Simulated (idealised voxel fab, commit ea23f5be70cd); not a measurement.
process module | voxel trench capacitor
cross-section cut | 190 nm wide | cells 5 nm
A cross-section is a grid of square cells, given in bands from the top down. A band is one or more rows of cells.
Each band's line starts with the height of the band's top and of its bottom, in nm. Then come its materials from left to right, each with its width in nm. One material with "throughout" fills the band from edge to edge. "air" is empty space.
Height 0 is the level under which the wafer as received is all one material. The lowest band goes on downwards, as in "0 down".
A width such as "30 to 40" changes by the same amount from each row of cells to the next, from the band's top row to its bottom row.
"no change" after a step means that no cell of the cross-section changed.
closed voids: empty space of 8 cells or more with no open way to the top, each as width x height at its distance from the left edge, in nm
after a step's settings: what the simulator itself notes on the step
overlay nm, on a step with a mask: how far to the right of its planned place the mask lay; to the left if negative
plan
1 op RECEIVE | material Si
2 op CONFORMAL_DEP | material SiN | thk nm 5
3 op DIRECTIONAL_DEP | material aC | thk nm 15
4 op PATTERN | tone open | mask id TRENCH | material resist | width nm 25 | pitch nm 40 | thk nm 35 | overlay nm 0
5 op DIRECTIONAL_ETCH | etch materials aC | depth nm 15
6 op STRIP | etch materials resist
7 op DIRECTIONAL_ETCH | etch materials SiN | depth nm 5
8 op DIRECTIONAL_ETCH | etch materials Si | depth nm 20
9 op STRIP | etch materials aC
10 op CONFORMAL_DEP | material HfO2 | thk nm 5
11 op CONFORMAL_DEP | material TiN | thk nm 5
12 op FILL_DEP | material W | thk nm 10
13 op CMP | height nm 5
varied across the wafers: depth nm of step 8. The plan shows the first wafer's value. All wafers start alike
first wafer as received, after step 1
  0 down: Si throughout
  closed voids: none
first wafer at the end, after step 13
  5 to 0: SiN 60 | HfO2 5 | TiN 5 | W 5 | TiN 5 | HfO2 5 | SiN 15 | HfO2 5 | TiN 5 | W 5 | TiN 5 | HfO2 5 | SiN 65
  0 to -10: Si 60 | HfO2 5 | TiN 5 | W 5 | TiN 5 | HfO2 5 | Si 15 | HfO2 5 | TiN 5 | W 5 | TiN 5 | HfO2 5 | Si 65
  -10 to -15: Si 60 | HfO2 5 | TiN 15 | HfO2 5 | Si 15 | HfO2 5 | TiN 15 | HfO2 5 | Si 65
  -15 to -20: Si 60 | HfO2 25 | Si 15 | HfO2 25 | Si 65
  -20 down: Si throughout
  closed voids: none
last wafer at the end
  5 to 0: SiN 60 | HfO2 5 | TiN 5 | W 5 | TiN 5 | HfO2 5 | SiN 15 | HfO2 5 | TiN 5 | W 5 | TiN 5 | HfO2 5 | SiN 65
  0 to -35: Si 60 | HfO2 5 | TiN 5 | W 5 | TiN 5 | HfO2 5 | Si 15 | HfO2 5 | TiN 5 | W 5 | TiN 5 | HfO2 5 | Si 65
  -35 to -40: Si 60 | HfO2 5 | TiN 15 | HfO2 5 | Si 15 | HfO2 5 | TiN 15 | HfO2 5 | Si 65
  -40 to -45: Si 60 | HfO2 25 | Si 15 | HfO2 25 | Si 65
  -45 down: Si throughout
  closed voids: none
each wafer at the end: cells of each material gained (+) or lost (-) since it was received, then its closed voids
depth nm 20 | +26 HfO2 | -40 Si | +28 SiN | +18 TiN | +6 W | closed voids: none
depth nm 25 | +30 HfO2 | -50 Si | +28 SiN | +22 TiN | +8 W | closed voids: none
depth nm 30 | +34 HfO2 | -60 Si | +28 SiN | +26 TiN | +10 W | closed voids: none
depth nm 35 | +38 HfO2 | -70 Si | +28 SiN | +30 TiN | +12 W | closed voids: none
depth nm 40 | +42 HfO2 | -80 Si | +28 SiN | +34 TiN | +14 W | closed voids: none
depth nm 45 | +46 HfO2 | -90 Si | +28 SiN | +38 TiN | +16 W | closed voids: none
